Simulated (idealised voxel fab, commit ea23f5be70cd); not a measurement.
The document below concerns the process module designated voxel self aligned vias.
The width of the displayed cross-section, cut, is 270 nm; its cells are square, with a size of 5 nm.
Each cross-section below is a grid of square cells, stated as bands in top-down order, with one or more rows of cells making up each band. A band entry consists of two parts. The first gives the height of the band's top and the height of its bottom, in nm. The rest lists the band's materials from left to right, each with its width in nm. A single material labelled with the word "everywhere" fills the band from edge to edge, and the word "blank" marks empty space. The reference from which all heights are counted is 0, the level beneath which the as-received wafer is entirely one material; the lowest band, having no lower bound, proceeds downward and is written after the example "0..down". A width such as "30->40" changes by the same amount from each row of cells to the next, from the band's top row to its bottom row. Where the words "identical to before" appear for a step, the cross-section shows no cell changed by that step; every cell remained as before. Listed in "Enclosed void catalog": every empty space of 8 or more cells without an open way to the top. Form: width x height at distance, the distance being from the left edge, all in nm. It should be noted that, on the line of a given step, the content following the step's settings is a remark produced by the simulator itself with respect to that step. For masked steps, "overlay nm" on the step line gives how far right of plan the mask actually lay; a minus sign means it lay to the left.

-- Below is the list of planned process steps
- 1: RECEIVE [material Si]
- 2: CONFORMAL_DEP [material SiO2] [thk nm 15]
- 3: CONFORMAL_DEP [material SiCN] [thk nm 5]
- 4: DIRECTIONAL_DEP [material lowk] [thk nm 25]
- 5: MASKED_ETCH [tone open] [mask id LINES] [width nm 30] [pitch nm 70] [etch materials lowk] [depth nm 25] [overlay nm 0]
- 6: CONFORMAL_DEP [material TiN] [thk nm 5]
- 7: FILL_DEP [material W] [thk nm 10]
- 8: CMP [height nm 45]
- 9: SELECTIVE_ETCH [etch materials W Ru TiN] [depth nm 5]
- 10: FILL_DEP [material SiN] [thk nm 10]
- 11: CMP [height nm 45]
- 12: DIRECTIONAL_DEP [material lowk] [thk nm 15]
- 13: DIRECTIONAL_DEP [material aC] [thk nm 15]
- 14: PATTERN [tone open] [mask id VIAS] [material resist] [width nm 50] [pitch nm 70] [thk nm 30] [overlay nm 0]
- 15: DIRECTIONAL_ETCH [etch materials aC] [depth nm 15]
- 16: STRIP [etch materials resist]
- 17: DIRECTIONAL_ETCH [etch materials lowk] [depth nm 15]
- 18: DIRECTIONAL_ETCH [etch materials SiN] [depth nm 5]
- 19: STRIP [etch materials aC]
- 20: CONFORMAL_DEP [material TiN] [thk nm 5]
- 21: FILL_DEP [material W] [thk nm 5]
- 22: CMP [height nm 60]
- 23: CONFORMAL_DEP [material SiN] [thk nm 5]

-- As-received state of the wafer in cross-section, equivalent to post-step 1
0..down: Si everywhere
Enclosed void catalog: none

-- The first of two wafers, cross-sectioned at the end of the module, with the run proceeding as planned
65..60: SiN everywhere
60..50: lowk (40) / TiN (5) / W (40) / TiN (5) / lowk (20) / TiN (5) / W (40) / TiN (5) / lowk (20) / TiN (5) / W (40) / TiN (5) / lowk (40)
50..45: lowk (40) / TiN (15) / W (20) / TiN (15) / lowk (20) / TiN (15) / W (20) / TiN (15) / lowk (20) / TiN (15) / W (20) / TiN (15) / lowk (40)
45..40: lowk (50) / TiN (30) / lowk (40) / TiN (30) / lowk (40) / TiN (30) / lowk (50)
40..25: lowk (50) / TiN (5) / W (20) / TiN (5) / lowk (40) / TiN (5) / W (20) / TiN (5) / lowk (40) / TiN (5) / W (20) / TiN (5) / lowk (50)
25..20: lowk (50) / TiN (30) / lowk (40) / TiN (30) / lowk (40) / TiN (30) / lowk (50)
20..15: SiCN everywhere
15..0: SiO2 everywhere
0..down: Si everywhere
Enclosed void catalog: none

-- Here is the second of the two wafers cut open at the end of the module - same start, same plan as the first one, but we made one mistake running it
65..60: SiN everywhere
60..50: lowk (40) / TiN (5) / W (40) / TiN (5) / lowk (20) / TiN (5) / W (40) / TiN (5) / lowk (20) / TiN (5) / W (40) / TiN (5) / lowk (40)
50..45: lowk (40) / TiN (50) / lowk (20) / TiN (50) / lowk (20) / TiN (50) / lowk (40)
45..40: lowk everywhere
40..25: lowk (50) / TiN (5) / W (20) / TiN (5) / lowk (40) / TiN (5) / W (20) / TiN (5) / lowk (40) / TiN (5) / W (20) / TiN (5) / lowk (50)
25..20: lowk (50) / TiN (30) / lowk (40) / TiN (30) / lowk (40) / TiN (30) / lowk (50)
20..15: SiCN everywhere
15..0: SiO2 everywhere
0..down: Si everywhere
Enclosed void catalog: none
What went wrong in running the wafer? step 10, actual vs plan mismatch, actual run FILL_DEP [material lowk] [thk nm 10]
Once processing is complete, comparing cell counts shows that the second wafer has more or fewer of certain materials than the first: TiN: 6 fewer | W: 12 fewer | lowk: 18 more
